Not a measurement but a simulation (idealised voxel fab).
Process module under the name voxel wiring stack
This is section cut - it's 290 nm across, gridded in 5 nm square cells.
The cross-sections in this document take the form of a grid made of square cells. They are written out as bands, in order from top to bottom. Each band consists of one or more rows of cells.
Top, bottom (nm), then materials left to right with widths (nm); lone material tagged "everywhere" fills the whole band edge to edge; "empty" = empty space.
Basically, 0 is our baseline, since under it the wafer straight out of the box is all one material. The bottom band has no lower end and keeps on going down, so it looks like "0 and below".
You'd read "30->40" like this: the band's top row of cells is as wide as the first number, its bottom row is as wide as the second, and going down, every row changes width by the same amount as the row before did.
The cross-section has no changed cell in any step marked "remains unaltered".
The label "Unvented voids" introduces a list of the empty spaces, 8 cells or larger, that have no open way up to the top; each entry in it reads width x height at distance, where the distance is taken from the left edge and all three are stated in nm.
On a step's line, text after the settings is the simulator commenting on that step.
The optional step-line setting "overlay nm" applies to steps with a mask and quantifies how far to the right of its planned location the mask lay, a negative value indicating leftward placement.
Steps planned for the process:
| 1 | RECEIVE: material Si |
| 2 | CONFORMAL_DEP: material SiO2, thk nm 15 |
| 3 | CONFORMAL_DEP: material SiCN, thk nm 5 |
| 4 | DIRECTIONAL_DEP: material lowk, thk nm 20 |
| 5 | DIRECTIONAL_DEP: material aC, thk nm 10 |
| 6 | PATTERN: tone open, mask id METAL_1, material resist, width nm 30, pitch nm 45, thk nm 25, overlay nm 0 |
| 7 | DIRECTIONAL_ETCH: etch materials aC, depth nm 10 |
| 8 | STRIP: etch materials resist |
| 9 | DIRECTIONAL_ETCH: etch materials lowk, depth nm 20 |
| 10 | DIRECTIONAL_ETCH: etch materials SiCN, depth nm 5 |
| 11 | STRIP: etch materials aC |
| 12 | CONFORMAL_DEP: material TiN, thk nm 5 |
| 13 | FILL_DEP: material Cu, thk nm 10 |
| 14 | CMP: height nm 40 |
| 15 | CONFORMAL_DEP: material SiCN, thk nm 5 |
| 16 | DIRECTIONAL_DEP: material SiO2, thk nm 15 |
| 17 | PATTERN: tone open, mask id PLUG_1, material resist, width nm 15, pitch nm 45, thk nm 15, overlay nm 0 |
| 18 | DIRECTIONAL_ETCH: etch materials SiO2, depth nm 15 |
| 19 | DIRECTIONAL_ETCH: etch materials SiCN, depth nm 5 |
| 20 | STRIP: etch materials resist |
| 21 | EPI: material Ru, thk nm 10 |
| 22 | EPI: material Ru, thk nm 10 |
| 23 | CONFORMAL_DEP: material SiCN, thk nm 5 |
| 24 | DIRECTIONAL_DEP: material lowk, thk nm 20 |
| 25 | MASKED_ETCH: tone open, mask id METAL_2, width nm 30, pitch nm 45, etch materials lowk, depth nm 20, overlay nm 0 |
| 26 | MASKED_ETCH: tone open, mask id METAL_2, width nm 30, pitch nm 45, etch materials SiCN, depth nm 5, overlay nm 0 |
| 27 | CONFORMAL_DEP: material TiN, thk nm 5 |
| 28 | FILL_DEP: material W, thk nm 10 |
| 29 | CMP: height nm 85 |
| 30 | CONFORMAL_DEP: material SiCN, thk nm 5 |
| 31 | DIRECTIONAL_DEP: material lowk, thk nm 25 |
| 32 | PATTERN: tone open, mask id METAL_3_HOLES, material resist, width nm 15, pitch nm 90, thk nm 15, overlay nm 0 |
| 33 | DIRECTIONAL_ETCH: etch materials lowk, depth nm 25 |
| 34 | STRIP: etch materials resist |
| 35 | DIRECTIONAL_DEP: material aC, thk nm 15 |
| 36 | PATTERN: tone open, mask id METAL_3, material resist, width nm 30, pitch nm 45, thk nm 35, overlay nm 0 |
| 37 | DIRECTIONAL_ETCH: etch materials aC, depth nm 15 |
| 38 | STRIP: etch materials resist |
| 39 | DIRECTIONAL_ETCH: etch materials lowk, depth nm 15 |
| 40 | DIRECTIONAL_ETCH: etch materials SiCN, depth nm 5 |
| 41 | STRIP: etch materials aC |
| 42 | CONFORMAL_DEP: material TiN, thk nm 5 |
| 43 | FILL_DEP: material Cu, thk nm 5 |
| 44 | CMP: height nm 115 |
| 45 | CONFORMAL_DEP: material SiCN, thk nm 5 |
As-received state of the wafer in cross-section, equivalent to post-step 1:
0 and below | Si everywhere
Unvented voids: none
Module complete - cross-section of the first of two wafers, run according to plan:
120 down to 115 | SiCN everywhere
115 down to 105 | lowk: 60, TiN: 5, Cu: 20, TiN: 5, lowk: 15, TiN: 5, Cu: 20, TiN: 5, lowk: 15, TiN: 5, Cu: 20, TiN: 5, lowk: 15, TiN: 5, Cu: 20, TiN: 5, lowk: 65
105 down to 100 | lowk: 60, TiN: 5, Cu: 5, TiN: 20, lowk: 15, TiN: 30, lowk: 15, TiN: 5, Cu: 5, TiN: 20, lowk: 15, TiN: 30, lowk: 65
100 down to 90 | lowk: 60, TiN: 5, Cu: 5, TiN: 5, lowk: 75, TiN: 5, Cu: 5, TiN: 5, lowk: 125
90 down to 85 | SiCN: 60, TiN: 15, SiCN: 75, TiN: 15, SiCN: 125
85 down to 65 | lowk: 60, TiN: 5, W: 20, TiN: 5, lowk: 15, TiN: 5, W: 20, TiN: 5, lowk: 15, TiN: 5, W: 20, TiN: 5, lowk: 15, TiN: 5, W: 20, TiN: 5, lowk: 65
65 down to 60 | SiCN: 60, TiN: 30, SiCN: 15, TiN: 30, SiCN: 15, TiN: 30, SiCN: 15, TiN: 30, SiCN: 65
60 down to 45 | SiO2: 60, Ru: 15, SiO2: 30, Ru: 15, SiO2: 30, Ru: 15, SiO2: 30, Ru: 15, SiO2: 80
45 down to 40 | SiCN: 60, Ru: 15, SiCN: 30, Ru: 15, SiCN: 30, Ru: 15, SiCN: 30, Ru: 15, SiCN: 80
40 down to 20 | lowk: 60, TiN: 5, Cu: 20, TiN: 5, lowk: 15, TiN: 5, Cu: 20, TiN: 5, lowk: 15, TiN: 5, Cu: 20, TiN: 5, lowk: 15, TiN: 5, Cu: 20, TiN: 5, lowk: 65
20 down to 15 | SiCN: 60, TiN: 30, SiCN: 15, TiN: 30, SiCN: 15, TiN: 30, SiCN: 15, TiN: 30, SiCN: 65
15 down to 0 | SiO2 everywhere
0 and below | Si everywhere
Unvented voids: none
Same start, same plan as the first wafer - but one mistake in the run. Cross-section of the second of the two at the end of the module:
120 down to 115 | SiCN everywhere
115 down to 105 | lowk: 60, TiN: 5, Cu: 20, TiN: 5, lowk: 15, TiN: 5, Cu: 20, TiN: 5, lowk: 15, TiN: 5, Cu: 20, TiN: 5, lowk: 15, TiN: 5, Cu: 20, TiN: 5, lowk: 65
105 down to 100 | lowk: 60, TiN: 5, Cu: 5, TiN: 20, lowk: 15, TiN: 30, lowk: 15, TiN: 5, Cu: 5, TiN: 20, lowk: 15, TiN: 30, lowk: 65
100 down to 90 | lowk: 60, TiN: 5, Cu: 5, TiN: 5, lowk: 75, TiN: 5, Cu: 5, TiN: 5, lowk: 125
90 down to 85 | SiCN: 60, TiN: 15, SiCN: 75, TiN: 15, SiCN: 125
85 down to 65 | lowk: 60, TiN: 5, W: 20, TiN: 5, lowk: 15, TiN: 5, W: 20, TiN: 5, lowk: 15, TiN: 5, W: 20, TiN: 5, lowk: 15, TiN: 5, W: 20, TiN: 5, lowk: 65
65 down to 60 | SiCN: 60, TiN: 30, SiCN: 15, TiN: 30, SiCN: 15, TiN: 30, SiCN: 15, TiN: 30, SiCN: 65
60 down to 45 | SiO2: 60, Ru: 15, SiO2: 30, Ru: 15, SiO2: 30, Ru: 15, SiO2: 30, Ru: 15, SiO2: 80
45 down to 40 | SiCN: 60, Ru: 15, SiCN: 30, Ru: 15, SiCN: 30, Ru: 15, SiCN: 30, Ru: 15, SiCN: 80
40 down to 20 | lowk: 65, TiN: 5, Cu: 15, TiN: 5, lowk: 20, TiN: 5, Cu: 15, TiN: 5, lowk: 20, TiN: 5, Cu: 15, TiN: 5, lowk: 20, TiN: 5, Cu: 15, TiN: 5, lowk: 65
20 down to 15 | SiCN: 65, TiN: 25, SiCN: 20, TiN: 25, SiCN: 20, TiN: 25, SiCN: 20, TiN: 25, SiCN: 65
15 down to 0 | SiO2 everywhere
0 and below | Si everywhere
Unvented voids: none
In executing the process, a mistake was made relative to the plan: the process deviated at step 6: the operation and settings actually run there were PATTERN: tone open, mask id METAL_1, material resist, width nm 25, pitch nm 45, thk nm 25, overlay nm 0
Looking at both finished wafers in cells, the second ends up ahead of or behind the first on some materials: -16 Cu, +4 SiCN, -4 TiN, +16 lowk
